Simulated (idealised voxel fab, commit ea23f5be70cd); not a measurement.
Process module under the name voxel capacitor over wiring
It is cross-section cut that appears here, measuring 200 nm in width, its square cells being 5 nm in size.
A cross-section in this document is a grid of square cells, and it is written down as bands, the top band listed before the ones below it; a band is made up of one or more rows of cells.
A band entry consists of two parts. The first gives the height of the band's top and the height of its bottom, in nm. The rest lists the band's materials from left to right, each with its width in nm. A single material labelled with the word "all across" fills the band from edge to edge, and the word "air" marks empty space.
Ref level 0: as-received wafer is one material below here. Bottom band extends down with no lower bound ("top 0, no bottom").
Width spec "30 to 40" -> top row of cells at first value, bottom row at second value, equal per-row change in between.
It should be understood that the words "remained unchanged", when stated for a given step, signify that the cross-section underwent no change in any of its cells during that step.
For the entry "Enclosed void entries", the listed items are empty spaces with no open way to the top whose size is 8 cells or more; each item follows the pattern width x height at distance, where distance is from the left edge and all three are in nm.
Read whatever lies past the settings on a step's line as the simulator's own remark about the step.
"overlay nm" on a masked step: distance the mask lay right of its planned place, negative for left.
### The planned process steps are enumerated hereunder
1 RECEIVE, material Si
2 CONFORMAL_DEP, material SiO2, thk nm 15
3 DIRECTIONAL_DEP, material TiN, thk nm 5
4 DIRECTIONAL_DEP, material Ru, thk nm 15
5 MASKED_ETCH, tone cover, mask id METAL_1, width nm 25, pitch nm 85, etch materials Ru, depth nm 15, overlay nm 0
6 MASKED_ETCH, tone cover, mask id METAL_1, width nm 25, pitch nm 85, etch materials TiN, depth nm 5, overlay nm 0
7 FILL_DEP, material lowk, thk nm 10
8 CMP, height nm 35
9 CONFORMAL_DEP, material SiCN, thk nm 5
10 DIRECTIONAL_DEP, material lowk, thk nm 20
11 MASKED_ETCH, tone open, mask id PLUG_1, width nm 15, etch materials lowk, depth nm 20, overlay nm 0
12 MASKED_ETCH, tone open, mask id PLUG_1, width nm 15, etch materials SiCN, depth nm 5, overlay nm 0
13 EPI, material Ru, thk nm 10
14 EPI, material Ru, thk nm 10
15 EPI, material Ru, thk nm 5
16 DIRECTIONAL_DEP, material TiN, thk nm 10
17 DIRECTIONAL_DEP, material Al2O3, thk nm 5
18 DIRECTIONAL_DEP, material TiN, thk nm 5
19 PATTERN, tone cover, mask id UPPER_PLATE, material resist, width nm 55, thk nm 15, overlay nm 0
20 DIRECTIONAL_ETCH, etch materials TiN, depth nm 5
21 DIRECTIONAL_ETCH, etch materials Al2O3, depth nm 5
22 STRIP, etch materials resist
23 PATTERN, tone cover, mask id LOWER_PLATE, material resist, width nm 75, thk nm 20, overlay nm 0
24 DIRECTIONAL_ETCH, etch materials TiN, depth nm 10
25 STRIP, etch materials resist
26 FILL_DEP, material SiO2, thk nm 15
27 CMP, height nm 90
28 DIRECTIONAL_DEP, material aC, thk nm 15
29 PATTERN, tone open, mask id PLUG_2, material resist, width nm 15, thk nm 30, overlay nm 0
30 DIRECTIONAL_ETCH, etch materials aC, depth nm 15
31 STRIP, etch materials resist
32 DIRECTIONAL_ETCH, etch materials SiO2, depth nm 10
33 STRIP, etch materials aC
34 CONFORMAL_DEP, material TiN, thk nm 5
35 FILL_DEP, material W, thk nm 10
36 CMP, height nm 90
37 CONFORMAL_DEP, material SiCN, thk nm 5
The plan's step 19 width nm is the first wafer's value; the wafers differ in this setting and start identical.
### Here's the first of the wafers in cross-section, just as we got it, i.e. after step 1
top 0, no bottom: Si all across
Enclosed void entries: none
### Wafer rows, end of module: cells per material gained (+) or lost (-) since receipt; closed voids last
width nm 55; +11 Al2O3; +45 Ru; +77 SiCN; +302 SiO2; +56 TiN; +1 W; +268 lowk; Enclosed void entries: none
width nm 60; +12 Al2O3; +45 Ru; +77 SiCN; +300 SiO2; +57 TiN; +1 W; +268 lowk; Enclosed void entries: none
width nm 65; +13 Al2O3; +45 Ru; +77 SiCN; +298 SiO2; +58 TiN; +1 W; +268 lowk; Enclosed void entries: none
width nm 70; +14 Al2O3; +45 Ru; +77 SiCN; +296 SiO2; +59 TiN; +1 W; +268 lowk; Enclosed void entries: none
width nm 75; +15 Al2O3; +45 Ru; +77 SiCN; +294 SiO2; +60 TiN; +1 W; +268 lowk; Enclosed void entries: none
width nm 80; +16 Al2O3; +45 Ru; +77 SiCN; +291 SiO2; +62 TiN; +1 W; +268 lowk; Enclosed void entries: none
